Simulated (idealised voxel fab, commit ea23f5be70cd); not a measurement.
process module | voxel capacitor over wiring
cross-section cut | 245 nm wide | cells 5 nm
A cross-section is a grid of square cells, given in bands from the top down. A band is one or more rows of cells.
Each band's line starts with the height of the band's top and of its bottom, in nm. Then come its materials from left to right, each with its width in nm. One material with "throughout" fills the band from edge to edge. "air" is empty space.
Height 0 is the level under which the wafer as received is all one material. The lowest band goes on downwards, as in "0 down".
A width such as "30 to 40" changes by the same amount from each row of cells to the next, from the band's top row to its bottom row.
"no change" after a step means that no cell of the cross-section changed.
closed voids: empty space of 8 cells or more with no open way to the top, each as width x height at its distance from the left edge, in nm
after a step's settings: what the simulator itself notes on the step
overlay nm, on a step with a mask: how far to the right of its planned place the mask lay; to the left if negative
plan
1 op RECEIVE | material Si
2 op CONFORMAL_DEP | material SiO2 | thk nm 15
3 op DIRECTIONAL_DEP | material TiN | thk nm 5
4 op DIRECTIONAL_DEP | material W | thk nm 15
5 op MASKED_ETCH | tone cover | mask id METAL_1 | width nm 20 | pitch nm 85 | etch materials W | depth nm 15 | overlay nm 0
6 op MASKED_ETCH | tone cover | mask id METAL_1 | width nm 20 | pitch nm 85 | etch materials TiN | depth nm 5 | overlay nm 0
7 op CONFORMAL_DEP | material SiN | thk nm 5
8 op FILL_DEP | material lowk | thk nm 10
9 op CMP | height nm 35
10 op CONFORMAL_DEP | material SiCN | thk nm 5
11 op DIRECTIONAL_DEP | material lowk | thk nm 20
12 op MASKED_ETCH | tone open | mask id PLUG_1 | width nm 15 | etch materials lowk | depth nm 20 | overlay nm 0
13 op MASKED_ETCH | tone open | mask id PLUG_1 | width nm 15 | etch materials SiCN | depth nm 5 | overlay nm 0
14 op EPI | material Ru | thk nm 10
15 op EPI | material Ru | thk nm 10
16 op EPI | material Ru | thk nm 5
17 op DIRECTIONAL_DEP | material TiN | thk nm 5
18 op DIRECTIONAL_DEP | material Al2O3 | thk nm 5
19 op DIRECTIONAL_DEP | material TiN | thk nm 5
20 op PATTERN | tone cover | mask id UPPER_PLATE | material resist | width nm 70 | thk nm 15 | overlay nm 0
21 op DIRECTIONAL_ETCH | etch materials TiN | depth nm 5
22 op DIRECTIONAL_ETCH | etch materials Al2O3 | depth nm 5
23 op STRIP | etch materials resist
24 op PATTERN | tone cover | mask id LOWER_PLATE | material resist | width nm 80 | thk nm 20 | overlay nm 0
25 op DIRECTIONAL_ETCH | etch materials TiN | depth nm 5
26 op STRIP | etch materials resist
27 op FILL_DEP | material SiO2 | thk nm 20
28 op CMP | height nm 90
29 op MASKED_ETCH | tone open | mask id PLUG_2 | width nm 15 | etch materials SiO2 | depth nm 15 | overlay nm 0
30 op CONFORMAL_DEP | material TiN | thk nm 5
31 op FILL_DEP | material Ru | thk nm 10
32 op CMP | height nm 90
33 op CONFORMAL_DEP | material SiN | thk nm 5
as received, after step 1
  0 down: Si throughout
  closed voids: none
first wafer at the end, as planned
  95 to 90: SiN throughout
  90 to 80: SiO2 85 | TiN 5 | Ru 5 | TiN 5 | SiO2 145
  80 to 70: SiO2 85 to 75 | TiN 15 to 70 | SiO2 145 to 100
  70 to 65: SiO2 75 | Al2O3 70 | SiO2 100
  65 to 60: SiO2 70 | TiN 80 | SiO2 95
  60 to 40: lowk 75 | Ru 15 | lowk 155
  40 to 35: SiCN 75 | Ru 15 | SiCN 155
  35 to 20: lowk 65 | SiN 5 | W 20 | SiN 5 | lowk 55 | SiN 5 | W 20 | SiN 5 | lowk 65
  20 to 15: SiN 70 | TiN 20 | SiN 65 | TiN 20 | SiN 70
  15 to 0: SiO2 throughout
  0 down: Si throughout
  closed voids: none
second wafer at the end: like start, like plan, one mistake
  95 to 90: SiN throughout
  90 to 80: Ru 80 | TiN 5 | SiO2 15 | TiN 5 | Ru 140
  80 to 75: TiN 85 | SiO2 15 | TiN 145
  75 to 70: SiO2 75 | TiN 70 | SiO2 100
  70 to 65: SiO2 75 | Al2O3 70 | SiO2 100
  65 to 60: SiO2 70 | TiN 80 | SiO2 95
  60 to 40: lowk 75 | Ru 15 | lowk 155
  40 to 35: SiCN 75 | Ru 15 | SiCN 155
  35 to 20: lowk 65 | SiN 5 | W 20 | SiN 5 | lowk 55 | SiN 5 | W 20 | SiN 5 | lowk 65
  20 to 15: SiN 70 | TiN 20 | SiN 65 | TiN 20 | SiN 70
  15 to 0: SiO2 throughout
  0 down: Si throughout
  closed voids: none
what went wrong: step 29 ran as: op MASKED_ETCH | tone cover | mask id PLUG_2 | width nm 15 | etch materials SiO2 | depth nm 15 | overlay nm 0
at the end the second wafer has, in cells: 86 more of Ru | 129 fewer of SiO2 | 43 more of TiN
